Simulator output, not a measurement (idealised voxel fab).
Process module, titled voxel capacitor over wiring
It is cross-section cut that appears here, measuring 205 nm in width, its square cells being 5 nm in size.
Cross-section layout: square cells on a grid; listed as bands, top to bottom; a band spans one or more cell rows. What a band's entry tells you: where the top is and where the bottom is, as heights in nm, and after that what lies inside, material by material from left to right, each with its width in nm. Empty space is written as the word "air", and a single material marked with the word "throughout" occupies the band from edge to edge. Counting heights begins at 0, where everything beneath is, in the wafer as received, one material. The lowest band has no bottom; it goes on downwards, as "from 0 down" shows. A width such as "30..40" changes by the same amount from each row of cells to the next, from the band's top row to its bottom row. Step marked "remained unchanged"? Then no cell in the cross-section changed in it. You'll see "Voids lacking openings" listing empty spaces that have no way open to the top, as long as they're 8 cells or more; the notation is width x height at distance, where the distance is from the left edge, and all of it is in nm. Post-settings text on a step line: simulator's own remark regarding the step. overlay nm: mask right of planned place by this much (step with mask). Neg. = left.

These are the steps we planned for the process:
1. RECEIVE: material Si
2. CONFORMAL_DEP: material SiO2, thk nm 10
3. CONFORMAL_DEP: material SiCN, thk nm 5
4. DIRECTIONAL_DEP: material lowk, thk nm 15
5. PATTERN: tone open, mask id METAL_1, material resist, width nm 25, pitch nm 95, thk nm 15, overlay nm 0
6. DIRECTIONAL_ETCH: etch materials lowk, depth nm 15
7. DIRECTIONAL_ETCH: etch materials SiCN, depth nm 5
8. STRIP: etch materials resist
9. CONFORMAL_DEP: material TiN, thk nm 5
10. FILL_DEP: material Cu, thk nm 5
11. CMP: height nm 30
12. EPI: material Ru, thk nm 5
13. FILL_DEP: material SiCN, thk nm 5
14. DIRECTIONAL_DEP: material lowk, thk nm 15
15. DIRECTIONAL_DEP: material aC, thk nm 15
16. PATTERN: tone open, mask id PLUG_1, material resist, width nm 15, thk nm 35, overlay nm 0
17. DIRECTIONAL_ETCH: etch materials aC, depth nm 15
18. STRIP: etch materials resist
19. DIRECTIONAL_ETCH: etch materials lowk, depth nm 15
20. DIRECTIONAL_ETCH: etch materials SiCN, depth nm 5
21. STRIP: etch materials aC
22. EPI: material Ru, thk nm 10
23. EPI: material Ru, thk nm 10
24. DIRECTIONAL_DEP: material TiN, thk nm 10
25. DIRECTIONAL_DEP: material Al2O3, thk nm 5
26. DIRECTIONAL_DEP: material TiN, thk nm 5
27. MASKED_ETCH: tone cover, mask id UPPER_PLATE, width nm 75, etch materials TiN, depth nm 5, overlay nm 0
28. MASKED_ETCH: tone cover, mask id UPPER_PLATE, width nm 75, etch materials Al2O3, depth nm 5, overlay nm 0
29. PATTERN: tone cover, mask id LOWER_PLATE, material resist, width nm 85, thk nm 20, overlay nm 0
30. DIRECTIONAL_ETCH: etch materials TiN, depth nm 10
31. STRIP: etch materials resist
32. FILL_DEP: material SiO2, thk nm 20
33. CMP: height nm 90
34. DIRECTIONAL_DEP: material aC, thk nm 10
35. PATTERN: tone open, mask id PLUG_2, material resist, width nm 15, thk nm 30, overlay nm 0
36. DIRECTIONAL_ETCH: etch materials aC, depth nm 10
37. STRIP: etch materials resist
38. DIRECTIONAL_ETCH: etch materials SiO2, depth nm 15
39. STRIP: etch materials aC
40. CONFORMAL_DEP: material TiN, thk nm 5
41. FILL_DEP: material Ru, thk nm 5
42. CMP: height nm 90
43. CONFORMAL_DEP: material SiN, thk nm 5

The first of two wafers, run as planned:

Step 1 complete: cross-section of the wafer as received:
  from 0 down  Si throughout
  Voids lacking openings: none

The wafer in cross-section once step 2 is complete:
  from 10 to 0  SiO2 throughout
  Anything lower than 0 is untouched.

The wafer in cross-section once step 3 is complete:
  from 15 to 10  SiCN throughout
  Anything lower than 10 is untouched.

The wafer in cross-section once step 4 is complete:
  from 30 to 15  lowk throughout
  Anything lower than 15 is untouched.

The wafer in cross-section once step 5 is complete:
  from 45 to 30  resist: 40, air: 25, resist: 70, air: 25, resist: 45
  Anything lower than 30 is untouched.

The wafer in cross-section once step 6 is complete:
  from 45 to 30  resist: 40, air: 25, resist: 70, air: 25, resist: 45
  from 30 to 15  lowk: 40, air: 25, lowk: 70, air: 25, lowk: 45
  Anything lower than 15 is untouched.

The wafer in cross-section once step 7 is complete:
  from 45 to 30  resist: 40, air: 25, resist: 70, air: 25, resist: 45
  from 30 to 15  lowk: 40, air: 25, lowk: 70, air: 25, lowk: 45
  from 15 to 10  SiCN: 40, air: 25, SiCN: 70, air: 25, SiCN: 45
  Anything lower than 10 is untouched.

The wafer in cross-section once step 8 is complete:
  from 30 to 15  lowk: 40, air: 25, lowk: 70, air: 25, lowk: 45
  Anything lower than 15 is untouched.

The wafer in cross-section once step 9 is complete:
  from 35 to 30  TiN: 45, air: 15, TiN: 80, air: 15, TiN: 50
  from 30 to 15  lowk: 40, TiN: 5, air: 15, TiN: 5, lowk: 70, TiN: 5, air: 15, TiN: 5, lowk: 45
  from 15 to 10  SiCN: 40, TiN: 25, SiCN: 70, TiN: 25, SiCN: 45
  Anything lower than 10 is untouched.

The wafer in cross-section once step 10 is complete:
  from 40 to 35  Cu throughout
  from 35 to 30  TiN: 45, Cu: 15, TiN: 80, Cu: 15, TiN: 50
  from 30 to 15  lowk: 40, TiN: 5, Cu: 15, TiN: 5, lowk: 70, TiN: 5, Cu: 15, TiN: 5, lowk: 45
  Anything lower than 15 is untouched.

The wafer in cross-section once step 11 is complete:
  from 30 to 15  lowk: 40, TiN: 5, Cu: 15, TiN: 5, lowk: 70, TiN: 5, Cu: 15, TiN: 5, lowk: 45
  Anything lower than 15 is untouched.

The wafer in cross-section once step 12 is complete:
  from 35 to 30  air: 35, Ru: 35, air: 60, Ru: 35, air: 40
  Anything lower than 30 is untouched.

The wafer in cross-section once step 13 is complete:
  from 40 to 35  SiCN throughout
  from 35 to 30  SiCN: 35, Ru: 35, SiCN: 60, Ru: 35, SiCN: 40
  Anything lower than 30 is untouched.

The wafer in cross-section once step 14 is complete:
  from 55 to 40  lowk throughout
  Anything lower than 40 is untouched.

The wafer in cross-section once step 15 is complete:
  from 70 to 55  aC throughout
  Anything lower than 55 is untouched.

The wafer in cross-section once step 16 is complete:
  from 105 to 70  resist: 50, air: 15, resist: 140
  Anything lower than 70 is untouched.

The wafer in cross-section once step 17 is complete:
  from 90 to 70  resist: 50, air: 15, resist: 140
  from 70 to 55  aC: 50, air: 15, aC: 140
  Anything lower than 55 is untouched.

The wafer in cross-section once step 18 is complete:
  from 70 to 55  aC: 50, air: 15, aC: 140
  Anything lower than 55 is untouched.

The wafer in cross-section once step 19 is complete:
  from 70 to 55  aC: 50, air: 15, aC: 140
  from 55 to 40  lowk: 50, air: 15, lowk: 140
  Anything lower than 40 is untouched.

The wafer in cross-section once step 20 is complete:
  from 70 to 55  aC: 50, air: 15, aC: 140
  from 55 to 40  lowk: 50, air: 15, lowk: 140
  from 40 to 35  SiCN: 50, air: 15, SiCN: 140
  Anything lower than 35 is untouched.

The wafer in cross-section once step 21 is complete:
  from 55 to 40  lowk: 50, air: 15, lowk: 140
  Anything lower than 40 is untouched.

The wafer in cross-section once step 22 is complete:
  from 55 to 45  lowk: 50, air: 15, lowk: 140
  from 45 to 40  lowk: 50, Ru: 15, lowk: 140
  from 40 to 35  SiCN: 50, Ru: 15, SiCN: 140
  Anything lower than 35 is untouched.

The wafer in cross-section once step 23 is complete:
  from 55 to 40  lowk: 50, Ru: 15, lowk: 140
  Anything lower than 40 is untouched.

The wafer in cross-section once step 24 is complete:
  from 65 to 55  TiN throughout
  Anything lower than 55 is untouched.

The wafer in cross-section once step 25 is complete:
  from 70 to 65  Al2O3 throughout
  Anything lower than 65 is untouched.

The wafer in cross-section once step 26 is complete:
  from 75 to 70  TiN throughout
  Anything lower than 70 is untouched.

The wafer in cross-section once step 27 is complete:
  from 75 to 70  air: 50, TiN: 75, air: 80
  Anything lower than 70 is untouched.

The wafer in cross-section once step 28 is complete:
  from 75 to 70  air: 50, TiN: 75, air: 80
  from 70 to 65  air: 50, Al2O3: 75, air: 80
  Anything lower than 65 is untouched.

The wafer in cross-section once step 29 is complete:
  from 95 to 75  air: 45, resist: 85, air: 75
  from 75 to 70  air: 45, resist: 5, TiN: 75, resist: 5, air: 75
  from 70 to 65  air: 45, resist: 5, Al2O3: 75, resist: 5, air: 75
  Anything lower than 65 is untouched.

The wafer in cross-section once step 30 is complete:
  from 95 to 75  air: 45, resist: 85, air: 75
  from 75 to 70  air: 45, resist: 5, TiN: 75, resist: 5, air: 75
  from 70 to 65  air: 45, resist: 5, Al2O3: 75, resist: 5, air: 75
  from 65 to 55  air: 45, TiN: 85, air: 75
  Anything lower than 55 is untouched.

The wafer in cross-section once step 31 is complete:
  from 75 to 70  air: 50, TiN: 75, air: 80
  from 70 to 65  air: 50, Al2O3: 75, air: 80
  Anything lower than 65 is untouched.

The wafer in cross-section once step 32 is complete:
  from 95 to 75  SiO2 throughout
  from 75 to 70  SiO2: 50, TiN: 75, SiO2: 80
  from 70 to 65  SiO2: 50, Al2O3: 75, SiO2: 80
  from 65 to 55  SiO2: 45, TiN: 85, SiO2: 75
  Anything lower than 55 is untouched.

The wafer in cross-section once step 33 is complete:
  from 90 to 75  SiO2 throughout
  Anything lower than 75 is untouched.

The wafer in cross-section once step 34 is complete:
  from 100 to 90  aC throughout
  Anything lower than 90 is untouched.

The wafer in cross-section once step 35 is complete:
  from 130 to 100  resist: 60, air: 15, resist: 130
  Anything lower than 100 is untouched.

The wafer in cross-section once step 36 is complete:
  from 120 to 100  resist: 60, air: 15, resist: 130
  from 100 to 90  aC: 60, air: 15, aC: 130
  Anything lower than 90 is untouched.

The wafer in cross-section once step 37 is complete:
  from 100 to 90  aC: 60, air: 15, aC: 130
  Anything lower than 90 is untouched.

The wafer in cross-section once step 38 is complete:
  from 100 to 90  aC: 60, air: 15, aC: 130
  from 90 to 75  SiO2: 60, air: 15, SiO2: 130
  Anything lower than 75 is untouched.

The wafer in cross-section once step 39 is complete:
  from 90 to 75  SiO2: 60, air: 15, SiO2: 130
  Anything lower than 75 is untouched.

The wafer in cross-section once step 40 is complete:
  from 95 to 90  TiN: 65, air: 5, TiN: 135
  from 90 to 80  SiO2: 60, TiN: 5, air: 5, TiN: 5, SiO2: 130
  from 80 to 70  SiO2: 60..50, TiN: 15..75, SiO2: 130..80
  Anything lower than 70 is untouched.

The wafer in cross-section once step 41 is complete:
  from 100 to 95  Ru throughout
  from 95 to 90  TiN: 65, Ru: 5, TiN: 135
  from 90 to 80  SiO2: 60, TiN: 5, Ru: 5, TiN: 5, SiO2: 130
  Anything lower than 80 is untouched.

The wafer in cross-section once step 42 is complete:
  from 90 to 80  SiO2: 60, TiN: 5, Ru: 5, TiN: 5, SiO2: 130
  Anything lower than 80 is untouched.

The wafer in cross-section once step 43 is complete:
  from 95 to 90  SiN throughout
  Anything lower than 90 is untouched.

Wafer two. Identical start, identical plan. One mistake in execution. Identical history through step 15:

Second wafer, sectioned view, at step 16's planned end time:
  from 105 to 70  resist: 45, air: 25, resist: 135
  Anything lower than 70 is untouched.

Second wafer, sectioned view, at step 17's planned end time:
  from 90 to 70  resist: 45, air: 25, resist: 135
  from 70 to 55  aC: 45, air: 25, aC: 135
  Anything lower than 55 is untouched.

Second wafer, sectioned view, at step 18's planned end time:
  from 70 to 55  aC: 45, air: 25, aC: 135
  Anything lower than 55 is untouched.

Second wafer, sectioned view, at step 19's planned end time:
  from 70 to 55  aC: 45, air: 25, aC: 135
  from 55 to 40  lowk: 45, air: 25, lowk: 135
  Anything lower than 40 is untouched.

Second wafer, sectioned view, at step 20's planned end time:
  from 70 to 55  aC: 45, air: 25, aC: 135
  from 55 to 40  lowk: 45, air: 25, lowk: 135
  from 40 to 35  SiCN: 45, air: 25, SiCN: 135
  Anything lower than 35 is untouched.

Second wafer, sectioned view, at step 21's planned end time:
  from 55 to 40  lowk: 45, air: 25, lowk: 135
  Anything lower than 40 is untouched.

Second wafer, sectioned view, at step 22's planned end time:
  from 55 to 45  lowk: 45, air: 25, lowk: 135
  from 45 to 40  lowk: 45, Ru: 25, lowk: 135
  from 40 to 35  SiCN: 45, Ru: 25, SiCN: 135
  Anything lower than 35 is untouched.

Second wafer, sectioned view, at step 23's planned end time:
  from 55 to 40  lowk: 45, Ru: 25, lowk: 135
  Anything lower than 40 is untouched.

Second wafer, sectioned view, at step 24's planned end time:
  from 65 to 55  TiN throughout
  Anything lower than 55 is untouched.

Second wafer, sectioned view, at step 25's planned end time:
  from 70 to 65  Al2O3 throughout
  Anything lower than 65 is untouched.

Second wafer, sectioned view, at step 26's planned end time:
  from 75 to 70  TiN throughout
  Anything lower than 70 is untouched.

Second wafer, sectioned view, at step 27's planned end time:
  from 75 to 70  air: 50, TiN: 75, air: 80
  Anything lower than 70 is untouched.

Second wafer, sectioned view, at step 28's planned end time:
  from 75 to 70  air: 50, TiN: 75, air: 80
  from 70 to 65  air: 50, Al2O3: 75, air: 80
  Anything lower than 65 is untouched.

Second wafer, sectioned view, at step 29's planned end time:
  from 95 to 75  air: 45, resist: 85, air: 75
  from 75 to 70  air: 45, resist: 5, TiN: 75, resist: 5, air: 75
  from 70 to 65  air: 45, resist: 5, Al2O3: 75, resist: 5, air: 75
  Anything lower than 65 is untouched.

Second wafer, sectioned view, at step 30's planned end time:
  from 95 to 75  air: 45, resist: 85, air: 75
  from 75 to 70  air: 45, resist: 5, TiN: 75, resist: 5, air: 75
  from 70 to 65  air: 45, resist: 5, Al2O3: 75, resist: 5, air: 75
  from 65 to 55  air: 45, TiN: 85, air: 75
  Anything lower than 55 is untouched.

Second wafer, sectioned view, at step 31's planned end time:
  from 75 to 70  air: 50, TiN: 75, air: 80
  from 70 to 65  air: 50, Al2O3: 75, air: 80
  Anything lower than 65 is untouched.

Second wafer, sectioned view, at step 32's planned end time:
  from 95 to 75  SiO2 throughout
  from 75 to 70  SiO2: 50, TiN: 75, SiO2: 80
  from 70 to 65  SiO2: 50, Al2O3: 75, SiO2: 80
  from 65 to 55  SiO2: 45, TiN: 85, SiO2: 75
  Anything lower than 55 is untouched.

Second wafer, sectioned view, at step 33's planned end time:
  from 90 to 75  SiO2 throughout
  Anything lower than 75 is untouched.

Second wafer, sectioned view, at step 34's planned end time:
  from 100 to 90  aC throughout
  Anything lower than 90 is untouched.

Second wafer, sectioned view, at step 35's planned end time:
  from 130 to 100  resist: 60, air: 15, resist: 130
  Anything lower than 100 is untouched.

Second wafer, sectioned view, at step 36's planned end time:
  from 120 to 100  resist: 60, air: 15, resist: 130
  from 100 to 90  aC: 60, air: 15, aC: 130
  Anything lower than 90 is untouched.

Second wafer, sectioned view, at step 37's planned end time:
  from 100 to 90  aC: 60, air: 15, aC: 130
  Anything lower than 90 is untouched.

Second wafer, sectioned view, at step 38's planned end time:
  from 100 to 90  aC: 60, air: 15, aC: 130
  from 90 to 75  SiO2: 60, air: 15, SiO2: 130
  Anything lower than 75 is untouched.

Second wafer, sectioned view, at step 39's planned end time:
  from 90 to 75  SiO2: 60, air: 15, SiO2: 130
  Anything lower than 75 is untouched.

Second wafer, sectioned view, at step 40's planned end time:
  from 95 to 90  TiN: 65, air: 5, TiN: 135
  from 90 to 80  SiO2: 60, TiN: 5, air: 5, TiN: 5, SiO2: 130
  from 80 to 70  SiO2: 60..50, TiN: 15..75, SiO2: 130..80
  Anything lower than 70 is untouched.

Second wafer, sectioned view, at step 41's planned end time:
  from 100 to 95  Ru throughout
  from 95 to 90  TiN: 65, Ru: 5, TiN: 135
  from 90 to 80  SiO2: 60, TiN: 5, Ru: 5, TiN: 5, SiO2: 130
  Anything lower than 80 is untouched.

Second wafer, sectioned view, at step 42's planned end time:
  from 90 to 80  SiO2: 60, TiN: 5, Ru: 5, TiN: 5, SiO2: 130
  Anything lower than 80 is untouched.

Second wafer, sectioned view, at step 43's planned end time:
  from 95 to 90  SiN throughout
  Anything lower than 90 is untouched.
Short version of what went wrong: step 16 ran differently from the plan; actual operation with settings: PATTERN: tone open, mask id PLUG_1, material resist, width nm 25, thk nm 35, overlay nm 0
Upon completion, the second wafer contains, in terms of cells, a greater or smaller amount of certain materials than the first wafer: Ru +8; SiCN -2; lowk -6
